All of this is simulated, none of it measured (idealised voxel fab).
This is a process module. Its name is voxel wiring stack.
Displayed cross-section: cut, width of 265 nm, square cells sized 5 nm.
Cross-section, as written here: a square-cell grid given band by band from the top down, where a band holds one or more rows of cells. Top height, bottom height, nm. Materials left to right, width each, nm. Single material + "throughout" = fills band edge to edge. "blank" = empty. Measure heights from 0. That's the level where, below it, the as-received wafer is all one material. The lowest band is bottomless and extends downward; write it as in "0 -> down". Quick explanation for "30..40": the width changes in equal steps down the rows of cells, from the first number in the band's top row to the second number in its bottom row. A step reported as "remains unaltered" is a step in which no cell of the cross-section changed. What "Enclosed internal voids" gives you is every empty space of 8 cells or more that is cut off from the top. Each appears as width x height at distance, with the distance taken from the left edge and width, height and distance all in nm. Anything after a step's settings on that line? It's the simulator's own note about the step. overlay nm: for a step with a mask, the amount by which the mask lay right of where it was planned; a negative amount means left of it.

Here's what the planned process steps look like
step 1: RECEIVE: material Si
step 2: CONFORMAL_DEP: material SiO2, thk nm 10
step 3: CONFORMAL_DEP: material SiCN, thk nm 5
step 4: DIRECTIONAL_DEP: material lowk, thk nm 20
step 5: DIRECTIONAL_DEP: material aC, thk nm 15
step 6: PATTERN: tone open, mask id METAL_1, material resist, width nm 20, pitch nm 45, thk nm 35, overlay nm 0
step 7: DIRECTIONAL_ETCH: etch materials aC, depth nm 15
step 8: STRIP: etch materials resist
step 9: DIRECTIONAL_ETCH: etch materials lowk, depth nm 20
step 10: DIRECTIONAL_ETCH: etch materials SiCN, depth nm 5
step 11: STRIP: etch materials aC
step 12: CONFORMAL_DEP: material TiN, thk nm 5
step 13: FILL_DEP: material Cu, thk nm 10
step 14: CMP: height nm 35
step 15: EPI: material Ru, thk nm 5
step 16: FILL_DEP: material SiCN, thk nm 5
step 17: DIRECTIONAL_DEP: material lowk, thk nm 10
step 18: MASKED_ETCH: tone open, mask id PLUG_1, width nm 15, pitch nm 45, etch materials lowk, depth nm 10, overlay nm 0
step 19: MASKED_ETCH: tone open, mask id PLUG_1, width nm 15, pitch nm 45, etch materials SiCN, depth nm 5, overlay nm 0
step 20: CONFORMAL_DEP: material TiN, thk nm 5
step 21: FILL_DEP: material Cu, thk nm 5
step 22: CMP: height nm 55
step 23: CONFORMAL_DEP: material SiCN, thk nm 5
step 24: DIRECTIONAL_DEP: material lowk, thk nm 25
step 25: MASKED_ETCH: tone open, mask id METAL_2, width nm 20, pitch nm 45, etch materials lowk, depth nm 25, overlay nm 0
step 26: MASKED_ETCH: tone open, mask id METAL_2, width nm 20, pitch nm 45, etch materials SiCN, depth nm 5, overlay nm 0
step 27: CONFORMAL_DEP: material TiN, thk nm 5
step 28: FILL_DEP: material Cu, thk nm 10
step 29: CMP: height nm 85
step 30: CONFORMAL_DEP: material SiCN, thk nm 5
step 31: DIRECTIONAL_DEP: material lowk, thk nm 10
step 32: PATTERN: tone open, mask id PLUG_2, material resist, width nm 15, pitch nm 45, thk nm 20, overlay nm 0
step 33: DIRECTIONAL_ETCH: etch materials lowk, depth nm 10
step 34: DIRECTIONAL_ETCH: etch materials SiCN, depth nm 5
step 35: STRIP: etch materials resist
step 36: CONFORMAL_DEP: material TiN, thk nm 5
step 37: FILL_DEP: material W, thk nm 10
step 38: CMP: height nm 100
step 39: DIRECTIONAL_DEP: material TiN, thk nm 5
step 40: DIRECTIONAL_DEP: material Ru, thk nm 20
step 41: MASKED_ETCH: tone cover, mask id METAL_3, width nm 20, pitch nm 45, etch materials Ru, depth nm 20, overlay nm 0
step 42: MASKED_ETCH: tone cover, mask id METAL_3, width nm 20, pitch nm 45, etch materials TiN, depth nm 5, overlay nm 0
step 43: CONFORMAL_DEP: material SiN, thk nm 5
step 44: FILL_DEP: material lowk, thk nm 5
step 45: CMP: height nm 125
step 46: CONFORMAL_DEP: material SiCN, thk nm 5
step 47: DIRECTIONAL_DEP: material lowk, thk nm 20
step 48: DIRECTIONAL_DEP: material aC, thk nm 15
step 49: PATTERN: tone open, mask id PLUG_3, material resist, width nm 15, thk nm 30, overlay nm 0
step 50: DIRECTIONAL_ETCH: etch materials aC, depth nm 15
step 51: STRIP: etch materials resist
step 52: DIRECTIONAL_ETCH: etch materials lowk, depth nm 20
step 53: DIRECTIONAL_ETCH: etch materials SiCN, depth nm 5
step 54: STRIP: etch materials aC
step 55: CONFORMAL_DEP: material TiN, thk nm 5
step 56: FILL_DEP: material W, thk nm 10
step 57: CMP: height nm 150
step 58: CONFORMAL_DEP: material SiN, thk nm 5
step 59: DIRECTIONAL_DEP: material lowk, thk nm 15
step 60: PATTERN: tone open, mask id METAL_4, material resist, width nm 20, pitch nm 45, thk nm 15, overlay nm 0
step 61: DIRECTIONAL_ETCH: etch materials lowk, depth nm 15
step 62: DIRECTIONAL_ETCH: etch materials SiN, depth nm 5
step 63: STRIP: etch materials resist
step 64: CONFORMAL_DEP: material TiN, thk nm 5
step 65: FILL_DEP: material Cu, thk nm 10
step 66: CMP: height nm 170
step 67: CONFORMAL_DEP: material SiCN, thk nm 5

The first wafer of two, processed as planned

Cross-sectional view of the wafer in its as-received condition, corresponding to the state after step 1
    0 -> down = Si throughout
    Enclosed internal voids: none

Cross-section: wafer state after step 2
    10 -> 0 = SiO2 throughout
    Below 0, the layers are the same as they were.

Cross-section: wafer state after step 3
    15 -> 10 = SiCN throughout
    Below 10, the layers are the same as they were.

Cross-section: wafer state after step 4
    35 -> 15 = lowk throughout
    Below 15, the layers are the same as they were.

Cross-section: wafer state after step 5
    50 -> 35 = aC throughout
    Below 35, the layers are the same as they were.

Cross-section: wafer state after step 6
    85 -> 50 = resist 100 | blank 20 | resist 25 | blank 20 | resist 100
    Below 50, the layers are the same as they were.

Cross-section: wafer state after step 7
    70 -> 50 = resist 100 | blank 20 | resist 25 | blank 20 | resist 100
    50 -> 35 = aC 100 | blank 20 | aC 25 | blank 20 | aC 100
    Below 35, the layers are the same as they were.

Cross-section: wafer state after step 8
    50 -> 35 = aC 100 | blank 20 | aC 25 | blank 20 | aC 100
    Below 35, the layers are the same as they were.

Cross-section: wafer state after step 9
    50 -> 35 = aC 100 | blank 20 | aC 25 | blank 20 | aC 100
    35 -> 15 = lowk 100 | blank 20 | lowk 25 | blank 20 | lowk 100
    Below 15, the layers are the same as they were.

Cross-section: wafer state after step 10
    50 -> 35 = aC 100 | blank 20 | aC 25 | blank 20 | aC 100
    35 -> 15 = lowk 100 | blank 20 | lowk 25 | blank 20 | lowk 100
    15 -> 10 = SiCN 100 | blank 20 | SiCN 25 | blank 20 | SiCN 100
    Below 10, the layers are the same as they were.

Cross-section: wafer state after step 11
    35 -> 15 = lowk 100 | blank 20 | lowk 25 | blank 20 | lowk 100
    Below 15, the layers are the same as they were.

Cross-section: wafer state after step 12
    40 -> 35 = TiN 105 | blank 10 | TiN 35 | blank 10 | TiN 105
    35 -> 15 = lowk 100 | TiN 5 | blank 10 | TiN 5 | lowk 25 | TiN 5 | blank 10 | TiN 5 | lowk 100
    15 -> 10 = SiCN 100 | TiN 20 | SiCN 25 | TiN 20 | SiCN 100
    Below 10, the layers are the same as they were.

Cross-section: wafer state after step 13
    50 -> 40 = Cu throughout
    40 -> 35 = TiN 105 | Cu 10 | TiN 35 | Cu 10 | TiN 105
    35 -> 15 = lowk 100 | TiN 5 | Cu 10 | TiN 5 | lowk 25 | TiN 5 | Cu 10 | TiN 5 | lowk 100
    Below 15, the layers are the same as they were.

Cross-section: wafer state after step 14
    35 -> 15 = lowk 100 | TiN 5 | Cu 10 | TiN 5 | lowk 25 | TiN 5 | Cu 10 | TiN 5 | lowk 100
    Below 15, the layers are the same as they were.

Cross-section: wafer state after step 15
    40 -> 35 = blank 95 | Ru 30 | blank 15 | Ru 30 | blank 95
    Below 35, the layers are the same as they were.

Cross-section: wafer state after step 16
    45 -> 40 = SiCN throughout
    40 -> 35 = SiCN 95 | Ru 30 | SiCN 15 | Ru 30 | SiCN 95
    Below 35, the layers are the same as they were.

Cross-section: wafer state after step 17
    55 -> 45 = lowk throughout
    Below 45, the layers are the same as they were.

Cross-section: wafer state after step 18
    55 -> 45 = lowk 100 | blank 15 | lowk 30 | blank 15 | lowk 105
    Below 45, the layers are the same as they were.

Cross-section: wafer state after step 19
    55 -> 45 = lowk 100 | blank 15 | lowk 30 | blank 15 | lowk 105
    45 -> 40 = SiCN 100 | blank 15 | SiCN 30 | blank 15 | SiCN 105
    Below 40, the layers are the same as they were.

Cross-section: wafer state after step 20
    60 -> 55 = TiN 105 | blank 5 | TiN 40 | blank 5 | TiN 110
    55 -> 45 = lowk 100 | TiN 5 | blank 5 | TiN 5 | lowk 30 | TiN 5 | blank 5 | TiN 5 | lowk 105
    45 -> 40 = SiCN 100 | TiN 15 | SiCN 30 | TiN 15 | SiCN 105
    Below 40, the layers are the same as they were.

Cross-section: wafer state after step 21
    65 -> 60 = Cu throughout
    60 -> 55 = TiN 105 | Cu 5 | TiN 40 | Cu 5 | TiN 110
    55 -> 45 = lowk 100 | TiN 5 | Cu 5 | TiN 5 | lowk 30 | TiN 5 | Cu 5 | TiN 5 | lowk 105
    Below 45, the layers are the same as they were.

Cross-section: wafer state after step 22
    55 -> 45 = lowk 100 | TiN 5 | Cu 5 | TiN 5 | lowk 30 | TiN 5 | Cu 5 | TiN 5 | lowk 105
    Below 45, the layers are the same as they were.

Cross-section: wafer state after step 23
    60 -> 55 = SiCN throughout
    Below 55, the layers are the same as they were.

Cross-section: wafer state after step 24
    85 -> 60 = lowk throughout
    Below 60, the layers are the same as they were.

Cross-section: wafer state after step 25
    85 -> 60 = lowk 100 | blank 20 | lowk 25 | blank 20 | lowk 100
    Below 60, the layers are the same as they were.

Cross-section: wafer state after step 26
    85 -> 60 = lowk 100 | blank 20 | lowk 25 | blank 20 | lowk 100
    60 -> 55 = SiCN 100 | blank 20 | SiCN 25 | blank 20 | SiCN 100
    Below 55, the layers are the same as they were.

Cross-section: wafer state after step 27
    90 -> 85 = TiN 105 | blank 10 | TiN 35 | blank 10 | TiN 105
    85 -> 60 = lowk 100 | TiN 5 | blank 10 | TiN 5 | lowk 25 | TiN 5 | blank 10 | TiN 5 | lowk 100
    60 -> 55 = SiCN 100 | TiN 20 | SiCN 25 | TiN 20 | SiCN 100
    Below 55, the layers are the same as they were.

Cross-section: wafer state after step 28
    100 -> 90 = Cu throughout
    90 -> 85 = TiN 105 | Cu 10 | TiN 35 | Cu 10 | TiN 105
    85 -> 60 = lowk 100 | TiN 5 | Cu 10 | TiN 5 | lowk 25 | TiN 5 | Cu 10 | TiN 5 | lowk 100
    Below 60, the layers are the same as they were.

Cross-section: wafer state after step 29
    85 -> 60 = lowk 100 | TiN 5 | Cu 10 | TiN 5 | lowk 25 | TiN 5 | Cu 10 | TiN 5 | lowk 100
    Below 60, the layers are the same as they were.

Cross-section: wafer state after step 30
    90 -> 85 = SiCN throughout
    Below 85, the layers are the same as they were.

Cross-section: wafer state after step 31
    100 -> 90 = lowk throughout
    Below 90, the layers are the same as they were.

Cross-section: wafer state after step 32
    120 -> 100 = resist 100 | blank 15 | resist 30 | blank 15 | resist 105
    Below 100, the layers are the same as they were.

Cross-section: wafer state after step 33
    120 -> 100 = resist 100 | blank 15 | resist 30 | blank 15 | resist 105
    100 -> 90 = lowk 100 | blank 15 | lowk 30 | blank 15 | lowk 105
    Below 90, the layers are the same as they were.

Cross-section: wafer state after step 34
    120 -> 100 = resist 100 | blank 15 | resist 30 | blank 15 | resist 105
    100 -> 90 = lowk 100 | blank 15 | lowk 30 | blank 15 | lowk 105
    90 -> 85 = SiCN 100 | blank 15 | SiCN 30 | blank 15 | SiCN 105
    Below 85, the layers are the same as they were.

Cross-section: wafer state after step 35
    100 -> 90 = lowk 100 | blank 15 | lowk 30 | blank 15 | lowk 105
    Below 90, the layers are the same as they were.

Cross-section: wafer state after step 36
    105 -> 100 = TiN 105 | blank 5 | TiN 40 | blank 5 | TiN 110
    100 -> 90 = lowk 100 | TiN 5 | blank 5 | TiN 5 | lowk 30 | TiN 5 | blank 5 | TiN 5 | lowk 105
    90 -> 85 = SiCN 100 | TiN 15 | SiCN 30 | TiN 15 | SiCN 105
    Below 85, the layers are the same as they were.

Cross-section: wafer state after step 37
    115 -> 105 = W throughout
    105 -> 100 = TiN 105 | W 5 | TiN 40 | W 5 | TiN 110
    100 -> 90 = lowk 100 | TiN 5 | W 5 | TiN 5 | lowk 30 | TiN 5 | W 5 | TiN 5 | lowk 105
    Below 90, the layers are the same as they were.

Cross-section: wafer state after step 38
    100 -> 90 = lowk 100 | TiN 5 | W 5 | TiN 5 | lowk 30 | TiN 5 | W 5 | TiN 5 | lowk 105
    Below 90, the layers are the same as they were.

Cross-section: wafer state after step 39
    105 -> 100 = TiN throughout
    Below 100, the layers are the same as they were.

Cross-section: wafer state after step 40
    125 -> 105 = Ru throughout
    Below 105, the layers are the same as they were.

Cross-section: wafer state after step 41
    125 -> 105 = blank 100 | Ru 20 | blank 25 | Ru 20 | blank 100
    Below 105, the layers are the same as they were.

Cross-section: wafer state after step 42
    125 -> 105 = blank 100 | Ru 20 | blank 25 | Ru 20 | blank 100
    105 -> 100 = blank 100 | TiN 20 | blank 25 | TiN 20 | blank 100
    Below 100, the layers are the same as they were.

Cross-section: wafer state after step 43
    130 -> 125 = blank 95 | SiN 30 | blank 15 | SiN 30 | blank 95
    125 -> 105 = blank 95 | SiN 5 | Ru 20 | SiN 5 | blank 15 | SiN 5 | Ru 20 | SiN 5 | blank 95
    105 -> 100 = SiN 100 | TiN 20 | SiN 25 | TiN 20 | SiN 100
    Below 100, the layers are the same as they were.

Cross-section: wafer state after step 44
    135 -> 130 = lowk throughout
    130 -> 125 = lowk 95 | SiN 30 | lowk 15 | SiN 30 | lowk 95
    125 -> 105 = lowk 95 | SiN 5 | Ru 20 | SiN 5 | lowk 15 | SiN 5 | Ru 20 | SiN 5 | lowk 95
    Below 105, the layers are the same as they were.

Cross-section: wafer state after step 45
    125 -> 105 = lowk 95 | SiN 5 | Ru 20 | SiN 5 | lowk 15 | SiN 5 | Ru 20 | SiN 5 | lowk 95
    Below 105, the layers are the same as they were.

Cross-section: wafer state after step 46
    130 -> 125 = SiCN throughout
    Below 125, the layers are the same as they were.

Cross-section: wafer state after step 47
    150 -> 130 = lowk throughout
    Below 130, the layers are the same as they were.

Cross-section: wafer state after step 48
    165 -> 150 = aC throughout
    Below 150, the layers are the same as they were.

Cross-section: wafer state after step 49
    195 -> 165 = resist 100 | blank 15 | resist 150
    Below 165, the layers are the same as they were.

Cross-section: wafer state after step 50
    180 -> 165 = resist 100 | blank 15 | resist 150
    165 -> 150 = aC 100 | blank 15 | aC 150
    Below 150, the layers are the same as they were.

Cross-section: wafer state after step 51
    165 -> 150 = aC 100 | blank 15 | aC 150
    Below 150, the layers are the same as they were.

Cross-section: wafer state after step 52
    165 -> 150 = aC 100 | blank 15 | aC 150
    150 -> 130 = lowk 100 | blank 15 | lowk 150
    Below 130, the layers are the same as they were.

Cross-section: wafer state after step 53
    165 -> 150 = aC 100 | blank 15 | aC 150
    150 -> 130 = lowk 100 | blank 15 | lowk 150
    130 -> 125 = SiCN 100 | blank 15 | SiCN 150
    Below 125, the layers are the same as they were.

Cross-section: wafer state after step 54
    150 -> 130 = lowk 100 | blank 15 | lowk 150
    Below 130, the layers are the same as they were.

Cross-section: wafer state after step 55
    155 -> 150 = TiN 105 | blank 5 | TiN 155
    150 -> 130 = lowk 100 | TiN 5 | blank 5 | TiN 5 | lowk 150
    130 -> 125 = SiCN 100 | TiN 15 | SiCN 150
    Below 125, the layers are the same as they were.

Cross-section: wafer state after step 56
    165 -> 155 = W throughout
    155 -> 150 = TiN 105 | W 5 | TiN 155
    150 -> 130 = lowk 100 | TiN 5 | W 5 | TiN 5 | lowk 150
    Below 130, the layers are the same as they were.

Cross-section: wafer state after step 57
    150 -> 130 = lowk 100 | TiN 5 | W 5 | TiN 5 | lowk 150
    Below 130, the layers are the same as they were.

Cross-section: wafer state after step 58
    155 -> 150 = SiN throughout
    Below 150, the layers are the same as they were.

Cross-section: wafer state after step 59
    170 -> 155 = lowk throughout
    Below 155, the layers are the same as they were.

Cross-section: wafer state after step 60
    185 -> 170 = resist 100 | blank 20 | resist 25 | blank 20 | resist 100
    Below 170, the layers are the same as they were.

Cross-section: wafer state after step 61
    185 -> 170 = resist 100 | blank 20 | resist 25 | blank 20 | resist 100
    170 -> 155 = lowk 100 | blank 20 | lowk 25 | blank 20 | lowk 100
    Below 155, the layers are the same as they were.

Cross-section: wafer state after step 62
    185 -> 170 = resist 100 | blank 20 | resist 25 | blank 20 | resist 100
    170 -> 155 = lowk 100 | blank 20 | lowk 25 | blank 20 | lowk 100
    155 -> 150 = SiN 100 | blank 20 | SiN 25 | blank 20 | SiN 100
    Below 150, the layers are the same as they were.

Cross-section: wafer state after step 63
    170 -> 155 = lowk 100 | blank 20 | lowk 25 | blank 20 | lowk 100
    Below 155, the layers are the same as they were.

Cross-section: wafer state after step 64
    175 -> 170 = TiN 105 | blank 10 | TiN 35 | blank 10 | TiN 105
    170 -> 155 = lowk 100 | TiN 5 | blank 10 | TiN 5 | lowk 25 | TiN 5 | blank 10 | TiN 5 | lowk 100
    155 -> 150 = SiN 100 | TiN 20 | SiN 25 | TiN 20 | SiN 100
    Below 150, the layers are the same as they were.

Cross-section: wafer state after step 65
    185 -> 175 = Cu throughout
    175 -> 170 = TiN 105 | Cu 10 | TiN 35 | Cu 10 | TiN 105
    170 -> 155 = lowk 100 | TiN 5 | Cu 10 | TiN 5 | lowk 25 | TiN 5 | Cu 10 | TiN 5 | lowk 100
    Below 155, the layers are the same as they were.

Cross-section: wafer state after step 66
    170 -> 155 = lowk 100 | TiN 5 | Cu 10 | TiN 5 | lowk 25 | TiN 5 | Cu 10 | TiN 5 | lowk 100
    Below 155, the layers are the same as they were.

Cross-section: wafer state after step 67
    175 -> 170 = SiCN throughout
    Below 170, the layers are the same as they were.

second wafer: like start, like plan, one mistake. Through step 66 it matches the first wafer

X-section, second wafer, when step 67 was due to finish
    175 -> 170 = SiO2 throughout
    Below 170, the layers are the same as they were.
Here's what went sideways: step 67 went in with a setting other than planned; the actual run was CONFORMAL_DEP: material SiO2, thk nm 5
Final wafer comparison in cells, second versus first, more or fewer per material: SiCN: 53 fewer, SiO2: 53 more
